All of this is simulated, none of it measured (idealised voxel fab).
The process module presented herein is designated voxel lift off.
Section shown: cut. Width: 195 nm. Cell size: 5 nm, square.
A cross-section is written here as square cells arranged in a grid, and it is given in bands from the top down, each band taking up one or more rows of cells.
First you get the band's top height and its bottom height, in nm, and then the materials it's made of, left to right, with each width in nm. If you see a single material with "full width", that one covers the band edge to edge. "empty" is empty space.
We count height from 0. Below that, the starting wafer is all one material. The lowest band never ends at the bottom but goes on down; see "0 and below" for how that is written.
With a width like "30 to 40", each row of cells in the band differs from the next by the same amount, the top row carrying the first number and the bottom row the second.
"no change occurred" means the step left every cell of the cross-section as it was.
"Closed void inventory" - sealed voids, min. 8 cells, no opening to top; format: width x height at distance (distance from left edge; nm throughout).
Step line, after settings: the simulator's comment on this step.
"overlay nm" denotes, for a step that has a mask, the displacement of the mask to the right of its planned place, with negative values corresponding to the left.

# Process steps - plan
- 1: RECEIVE: material Si
- 2: CONFORMAL_DEP: material Al2O3, thk nm 15
- 3: PATTERN: tone open, mask id LINES, material resist, width nm 15, pitch nm 45, thk nm 30, overlay nm 0
- 4: DIRECTIONAL_DEP: material Ru, thk nm 15
- 5: STRIP: etch materials resist
- 6: CONFORMAL_DEP: material SiN, thk nm 5

# first wafer, as planned

# Cross-section of the incoming wafer, state after step 1
0 and below | Si full width
Closed void inventory: none

# The wafer, seen in cross-section, after step 2
15 down to 0 | Al2O3 full width
Everything below 0 is unchanged.

# The wafer, seen in cross-section, after step 3
45 down to 15 | resist: 20, empty: 15, resist: 30, empty: 15, resist: 30, empty: 15, resist: 30, empty: 15, resist: 25
Everything below 15 is unchanged.

# The wafer, seen in cross-section, after step 4
60 down to 45 | Ru: 20, empty: 15, Ru: 30, empty: 15, Ru: 30, empty: 15, Ru: 30, empty: 15, Ru: 25
45 down to 30 | resist: 20, empty: 15, resist: 30, empty: 15, resist: 30, empty: 15, resist: 30, empty: 15, resist: 25
30 down to 15 | resist: 20, Ru: 15, resist: 30, Ru: 15, resist: 30, Ru: 15, resist: 30, Ru: 15, resist: 25
Everything below 15 is unchanged.

# The wafer, seen in cross-section, after step 5
30 down to 15 | empty: 20, Ru: 15, empty: 30, Ru: 15, empty: 30, Ru: 15, empty: 30, Ru: 15, empty: 25
Everything below 15 is unchanged.

# The wafer, seen in cross-section, after step 6
35 down to 30 | empty: 15, SiN: 25, empty: 20, SiN: 25, empty: 20, SiN: 25, empty: 20, SiN: 25, empty: 20
30 down to 20 | empty: 15, SiN: 5, Ru: 15, SiN: 5, empty: 20, SiN: 5, Ru: 15, SiN: 5, empty: 20, SiN: 5, Ru: 15, SiN: 5, empty: 20, SiN: 5, Ru: 15, SiN: 5, empty: 20
20 down to 15 | SiN: 20, Ru: 15, SiN: 30, Ru: 15, SiN: 30, Ru: 15, SiN: 30, Ru: 15, SiN: 25
Everything below 15 is unchanged.

# Second Wafer (Identical Start and Plan, One Processing Error; Matches First Wafer Through Step 1)

# Cross-section of the second wafer when, according to plan, step 2 should have finished
30 down to 0 | Al2O3 full width
Everything below 0 is unchanged.

# Cross-section of the second wafer when, according to plan, step 3 should have finished
60 down to 30 | resist: 20, empty: 15, resist: 30, empty: 15, resist: 30, empty: 15, resist: 30, empty: 15, resist: 25
Everything below 30 is unchanged.

# Cross-section of the second wafer when, according to plan, step 4 should have finished
75 down to 60 | Ru: 20, empty: 15, Ru: 30, empty: 15, Ru: 30, empty: 15, Ru: 30, empty: 15, Ru: 25
60 down to 45 | resist: 20, empty: 15, resist: 30, empty: 15, resist: 30, empty: 15, resist: 30, empty: 15, resist: 25
45 down to 30 | resist: 20, Ru: 15, resist: 30, Ru: 15, resist: 30, Ru: 15, resist: 30, Ru: 15, resist: 25
Everything below 30 is unchanged.

# Cross-section of the second wafer when, according to plan, step 5 should have finished
45 down to 30 | empty: 20, Ru: 15, empty: 30, Ru: 15, empty: 30, Ru: 15, empty: 30, Ru: 15, empty: 25
Everything below 30 is unchanged.

# Cross-section of the second wafer when, according to plan, step 6 should have finished
50 down to 45 | empty: 15, SiN: 25, empty: 20, SiN: 25, empty: 20, SiN: 25, empty: 20, SiN: 25, empty: 20
45 down to 35 | empty: 15, SiN: 5, Ru: 15, SiN: 5, empty: 20, SiN: 5, Ru: 15, SiN: 5, empty: 20, SiN: 5, Ru: 15, SiN: 5, empty: 20, SiN: 5, Ru: 15, SiN: 5, empty: 20
35 down to 30 | SiN: 20, Ru: 15, SiN: 30, Ru: 15, SiN: 30, Ru: 15, SiN: 30, Ru: 15, SiN: 25
Everything below 30 is unchanged.
Finding, execution versus plan: it should be noted that step 2 of the plan was executed twice
Final cells, second wafer relative to first, materials higher or lower: +117 Al2O3
